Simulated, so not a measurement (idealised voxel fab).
process module | voxel spacer lines
cross-section cut | 290 nm wide | cells 5 nm
A cross-section is a grid of square cells, given in bands from the top down. A band is one or more rows of cells.
Each band's line starts with the height of the band's top and of its bottom, in nm. Then come its materials from left to right, each with its width in nm. One material with "throughout" fills the band from edge to edge. "air" is empty space.
Height 0 is the level under which the wafer as received is all one material. The lowest band goes on downwards, as in "0 down".
A width such as "30 to 40" changes by the same amount from each row of cells to the next, from the band's top row to its bottom row.
"no change" after a step means that no cell of the cross-section changed.
closed voids: empty space of 8 cells or more with no open way to the top, each as width x height at its distance from the left edge, in nm
after a step's settings: what the simulator itself notes on the step
overlay nm, on a step with a mask: how far to the right of its planned place the mask lay; to the left if negative
plan
1 op RECEIVE | material Si
2 op CONFORMAL_DEP | material Al2O3 | thk nm 10
3 op DIRECTIONAL_DEP | material polySi | thk nm 20
4 op DIRECTIONAL_DEP | material aC | thk nm 20
5 op PATTERN | tone cover | mask id MANDREL | material resist | width nm 20 | pitch nm 70 | thk nm 30 | overlay nm 0
6 op DIRECTIONAL_ETCH | etch materials aC | depth nm 20
7 op STRIP | etch materials resist
8 op CONFORMAL_DEP | material SiN | thk nm 15
9 op DIRECTIONAL_ETCH | etch materials SiN | depth nm 15
10 op STRIP | etch materials aC
11 op DIRECTIONAL_ETCH | etch materials polySi | depth nm 20
12 op STRIP | etch materials SiN
13 op FILL_DEP | material lowk | thk nm 5
14 op CMP | height nm 30
as received, after step 1
  0 down: Si throughout
  closed voids: none
a wafer at the end: this start, this plan, one mistake
  30 to 10: lowk 85 | polySi 15 | lowk 25 | polySi 15 | lowk 15 | polySi 15 | lowk 25 | polySi 15 | lowk 80
  10 to 0: Al2O3 throughout
  0 down: Si throughout
  closed voids: none
what went wrong: step 5 ran as: op PATTERN | tone cover | mask id MANDREL | material resist | width nm 25 | pitch nm 70 | thk nm 30 | overlay nm 0
